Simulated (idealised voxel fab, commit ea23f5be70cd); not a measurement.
Process module under the name voxel self aligned contacts
Shown is cross-section cut, with a width of 280 nm and square cells of size 5 nm.
In what follows, cross-sections appear as grids of square cells, described through bands that run from the top down, where every band is one or more rows of cells.
Top height, bottom height, nm. Materials left to right, width each, nm. Single material + "full width" = fills band edge to edge. "blank" = empty.
For the purposes of this specification, 0 denotes the height below which the wafer in its as-received condition is composed wholly of one material, and the lowermost band, lacking a lower limit, extends downward without end, as expressed in "z 0 and below".
The expression "30->40" gives the width at the extremes of the band, the first number at its top row of cells and the second at its bottom row, with the width changing by equal amounts from each row to the next in between.
No cell of the cross-section changed in a step that is given as "no alterations made".
In the "Voids, sealed" entry, you get each enclosed empty space of 8 cells or more, one with no open way to the top, written width x height at distance, distance from the left edge, in nm.
That trailing text on a step's line, after the settings, is the simulator's own remark on the step.
For masked steps, "overlay nm" on the step line gives how far right of plan the mask actually lay; a minus sign means it lay to the left.
Process steps (planned)
1,RECEIVE with material Si
2,CONFORMAL_DEP with material SiO2, thk nm 5
3,DIRECTIONAL_DEP with material polySi, thk nm 20
4,DIRECTIONAL_DEP with material SiN, thk nm 20
5,MASKED_ETCH with tone cover, mask id GATE, width nm 25, pitch nm 55, etch materials SiN, depth nm 20, overlay nm 0
6,MASKED_ETCH with tone cover, mask id GATE, width nm 25, pitch nm 55, etch materials polySi, depth nm 20, overlay nm 0
7,CONFORMAL_DEP with material SiN, thk nm 5
8,DIRECTIONAL_ETCH with etch materials SiN, depth nm 5
9,FILL_DEP with material SiO2, thk nm 15
10,CMP with height nm 50
11,MASKED_ETCH with tone open, mask id CONTACT, width nm 40, pitch nm 55, etch materials SiO2, depth nm 50, overlay nm 0
12,CONFORMAL_DEP with material TiN, thk nm 5
13,FILL_DEP with material W, thk nm 5
14,CMP with height nm 50
15,CONFORMAL_DEP with material SiCN, thk nm 5
First of two wafers - as planned
This is the cross-section of the wafer as we received it, i.e. after step 1
* z 0 and below | Si full width
* Voids, sealed: none
The wafer, seen in cross-section, after step 2
* z 5 to 0 | SiO2 full width
* Unchanged below 0.
The wafer, seen in cross-section, after step 3
* z 25 to 5 | polySi full width
* Unchanged below 5.
The wafer, seen in cross-section, after step 4
* z 45 to 25 | SiN full width
* Unchanged below 25.
The wafer, seen in cross-section, after step 5
* z 45 to 25 | 70 nm blank, then 25 nm SiN, then 30 nm blank, then 25 nm SiN, then 30 nm blank, then 25 nm SiN, then 75 nm blank
* Unchanged below 25.
The wafer, seen in cross-section, after step 6
* z 45 to 25 | 70 nm blank, then 25 nm SiN, then 30 nm blank, then 25 nm SiN, then 30 nm blank, then 25 nm SiN, then 75 nm blank
* z 25 to 5 | 70 nm blank, then 25 nm polySi, then 30 nm blank, then 25 nm polySi, then 30 nm blank, then 25 nm polySi, then 75 nm blank
* Unchanged below 5.
The wafer, seen in cross-section, after step 7
* z 50 to 25 | 65 nm blank, then 35 nm SiN, then 20 nm blank, then 35 nm SiN, then 20 nm blank, then 35 nm SiN, then 70 nm blank
* z 25 to 10 | 65 nm blank, then 5 nm SiN, then 25 nm polySi, then 5 nm SiN, then 20 nm blank, then 5 nm SiN, then 25 nm polySi, then 5 nm SiN, then 20 nm blank, then 5 nm SiN, then 25 nm polySi, then 5 nm SiN, then 70 nm blank
* z 10 to 5 | 70 nm SiN, then 25 nm polySi, then 30 nm SiN, then 25 nm polySi, then 30 nm SiN, then 25 nm polySi, then 75 nm SiN
* Unchanged below 5.
The wafer, seen in cross-section, after step 8
* z 45 to 25 | 65 nm blank, then 35 nm SiN, then 20 nm blank, then 35 nm SiN, then 20 nm blank, then 35 nm SiN, then 70 nm blank
* z 25 to 5 | 65 nm blank, then 5 nm SiN, then 25 nm polySi, then 5 nm SiN, then 20 nm blank, then 5 nm SiN, then 25 nm polySi, then 5 nm SiN, then 20 nm blank, then 5 nm SiN, then 25 nm polySi, then 5 nm SiN, then 70 nm blank
* Unchanged below 5.
The wafer, seen in cross-section, after step 9
* z 60 to 45 | SiO2 full width
* z 45 to 25 | 65 nm SiO2, then 35 nm SiN, then 20 nm SiO2, then 35 nm SiN, then 20 nm SiO2, then 35 nm SiN, then 70 nm SiO2
* z 25 to 5 | 65 nm SiO2, then 5 nm SiN, then 25 nm polySi, then 5 nm SiN, then 20 nm SiO2, then 5 nm SiN, then 25 nm polySi, then 5 nm SiN, then 20 nm SiO2, then 5 nm SiN, then 25 nm polySi, then 5 nm SiN, then 70 nm SiO2
* Unchanged below 5.
The wafer, seen in cross-section, after step 10
* z 50 to 45 | SiO2 full width
* Unchanged below 45.
The wafer, seen in cross-section, after step 11
* z 50 to 45 | 90 nm SiO2, then 40 nm blank, then 15 nm SiO2, then 40 nm blank, then 95 nm SiO2
* z 45 to 25 | 65 nm SiO2, then 35 nm SiN, then 20 nm blank, then 35 nm SiN, then 20 nm blank, then 35 nm SiN, then 70 nm SiO2
* z 25 to 5 | 65 nm SiO2, then 5 nm SiN, then 25 nm polySi, then 5 nm SiN, then 20 nm blank, then 5 nm SiN, then 25 nm polySi, then 5 nm SiN, then 20 nm blank, then 5 nm SiN, then 25 nm polySi, then 5 nm SiN, then 70 nm SiO2
* z 5 to 0 | 100 nm SiO2, then 20 nm blank, then 35 nm SiO2, then 20 nm blank, then 105 nm SiO2
* Unchanged below 0.
The wafer, seen in cross-section, after step 12
* z 55 to 50 | 95 nm TiN, then 30 nm blank, then 25 nm TiN, then 30 nm blank, then 100 nm TiN
* z 50 to 45 | 90 nm SiO2, then 15 nm TiN, then 10 nm blank, then 15 nm TiN, then 15 nm SiO2, then 15 nm TiN, then 10 nm blank, then 15 nm TiN, then 95 nm SiO2
* z 45 to 25 | 65 nm SiO2, then 35 nm SiN, then 5 nm TiN, then 10 nm blank, then 5 nm TiN, then 35 nm SiN, then 5 nm TiN, then 10 nm blank, then 5 nm TiN, then 35 nm SiN, then 70 nm SiO2
* z 25 to 5 | 65 nm SiO2, then 5 nm SiN, then 25 nm polySi, then 5 nm SiN, then 5 nm TiN, then 10 nm blank, then 5 nm TiN, then 5 nm SiN, then 25 nm polySi, then 5 nm SiN, then 5 nm TiN, then 10 nm blank, then 5 nm TiN, then 5 nm SiN, then 25 nm polySi, then 5 nm SiN, then 70 nm SiO2
* z 5 to 0 | 100 nm SiO2, then 20 nm TiN, then 35 nm SiO2, then 20 nm TiN, then 105 nm SiO2
* Unchanged below 0.
The wafer, seen in cross-section, after step 13
* z 60 to 55 | W full width
* z 55 to 50 | 95 nm TiN, then 30 nm W, then 25 nm TiN, then 30 nm W, then 100 nm TiN
* z 50 to 45 | 90 nm SiO2, then 15 nm TiN, then 10 nm W, then 15 nm TiN, then 15 nm SiO2, then 15 nm TiN, then 10 nm W, then 15 nm TiN, then 95 nm SiO2
* z 45 to 25 | 65 nm SiO2, then 35 nm SiN, then 5 nm TiN, then 10 nm W, then 5 nm TiN, then 35 nm SiN, then 5 nm TiN, then 10 nm W, then 5 nm TiN, then 35 nm SiN, then 70 nm SiO2
* z 25 to 5 | 65 nm SiO2, then 5 nm SiN, then 25 nm polySi, then 5 nm SiN, then 5 nm TiN, then 10 nm W, then 5 nm TiN, then 5 nm SiN, then 25 nm polySi, then 5 nm SiN, then 5 nm TiN, then 10 nm W, then 5 nm TiN, then 5 nm SiN, then 25 nm polySi, then 5 nm SiN, then 70 nm SiO2
* Unchanged below 5.
The wafer, seen in cross-section, after step 14
* z 50 to 45 | 90 nm SiO2, then 15 nm TiN, then 10 nm W, then 15 nm TiN, then 15 nm SiO2, then 15 nm TiN, then 10 nm W, then 15 nm TiN, then 95 nm SiO2
* Unchanged below 45.
The wafer, seen in cross-section, after step 15
* z 55 to 50 | SiCN full width
* Unchanged below 50.
Wafer two of the pair: same origin, same plan, one error during the run; identical to wafer one up to and including step 6
Second wafer, cross-section, planned end of step 7: no alterations made
Second wafer, cross-section, planned end of step 8
* z 40 to 25 | 70 nm blank, then 25 nm SiN, then 30 nm blank, then 25 nm SiN, then 30 nm blank, then 25 nm SiN, then 75 nm blank
* Unchanged below 25.
Second wafer, cross-section, planned end of step 9
* z 55 to 40 | SiO2 full width
* z 40 to 25 | 70 nm SiO2, then 25 nm SiN, then 30 nm SiO2, then 25 nm SiN, then 30 nm SiO2, then 25 nm SiN, then 75 nm SiO2
* z 25 to 5 | 70 nm SiO2, then 25 nm polySi, then 30 nm SiO2, then 25 nm polySi, then 30 nm SiO2, then 25 nm polySi, then 75 nm SiO2
* Unchanged below 5.
Second wafer, cross-section, planned end of step 10
* z 50 to 40 | SiO2 full width
* Unchanged below 40.
Second wafer, cross-section, planned end of step 11
* z 50 to 40 | 90 nm SiO2, then 40 nm blank, then 15 nm SiO2, then 40 nm blank, then 95 nm SiO2
* z 40 to 25 | 70 nm SiO2, then 25 nm SiN, then 30 nm blank, then 25 nm SiN, then 30 nm blank, then 25 nm SiN, then 75 nm SiO2
* z 25 to 5 | 70 nm SiO2, then 25 nm polySi, then 30 nm blank, then 25 nm polySi, then 30 nm blank, then 25 nm polySi, then 75 nm SiO2
* z 5 to 0 | 95 nm SiO2, then 30 nm blank, then 25 nm SiO2, then 30 nm blank, then 100 nm SiO2
* Unchanged below 0.
Second wafer, cross-section, planned end of step 12
* z 55 to 50 | 95 nm TiN, then 30 nm blank, then 25 nm TiN, then 30 nm blank, then 100 nm TiN
* z 50 to 40 | 90 nm SiO2, then 5->10 nm TiN, then 30->20 nm blank, then 5->10 nm TiN, then 15 nm SiO2, then 5->10 nm TiN, then 30->20 nm blank, then 5->10 nm TiN, then 95 nm SiO2
* z 40 to 25 | 70 nm SiO2, then 25 nm SiN, then 5 nm TiN, then 20 nm blank, then 5 nm TiN, then 25 nm SiN, then 5 nm TiN, then 20 nm blank, then 5 nm TiN, then 25 nm SiN, then 75 nm SiO2
* z 25 to 5 | 70 nm SiO2, then 25 nm polySi, then 5 nm TiN, then 20 nm blank, then 5 nm TiN, then 25 nm polySi, then 5 nm TiN, then 20 nm blank, then 5 nm TiN, then 25 nm polySi, then 75 nm SiO2
* z 5 to 0 | 95 nm SiO2, then 30 nm TiN, then 25 nm SiO2, then 30 nm TiN, then 100 nm SiO2
* Unchanged below 0.
Second wafer, cross-section, planned end of step 13
* z 60 to 55 | W full width
* z 55 to 50 | 95 nm TiN, then 30 nm W, then 25 nm TiN, then 30 nm W, then 100 nm TiN
* z 50 to 40 | 90 nm SiO2, then 5->10 nm TiN, then 30->20 nm W, then 5->10 nm TiN, then 15 nm SiO2, then 5->10 nm TiN, then 30->20 nm W, then 5->10 nm TiN, then 95 nm SiO2
* z 40 to 25 | 70 nm SiO2, then 25 nm SiN, then 5 nm TiN, then 20 nm W, then 5 nm TiN, then 25 nm SiN, then 5 nm TiN, then 20 nm W, then 5 nm TiN, then 25 nm SiN, then 75 nm SiO2
* z 25 to 5 | 70 nm SiO2, then 25 nm polySi, then 5 nm TiN, then 20 nm W, then 5 nm TiN, then 25 nm polySi, then 5 nm TiN, then 20 nm W, then 5 nm TiN, then 25 nm polySi, then 75 nm SiO2
* Unchanged below 5.
Second wafer, cross-section, planned end of step 14
* z 50 to 40 | 90 nm SiO2, then 5->10 nm TiN, then 30->20 nm W, then 5->10 nm TiN, then 15 nm SiO2, then 5->10 nm TiN, then 30->20 nm W, then 5->10 nm TiN, then 95 nm SiO2
* Unchanged below 40.
Second wafer, cross-section, planned end of step 15
* z 55 to 50 | SiCN full width
* Unchanged below 50.
In executing the process, a mistake was made relative to the plan: step 7 in the plan did not get run; it was skipped
FYI, end of process, the second wafer has more or fewer cells of some materials than the first: 63 fewer of SiN; 23 more of SiO2; 40 more of W
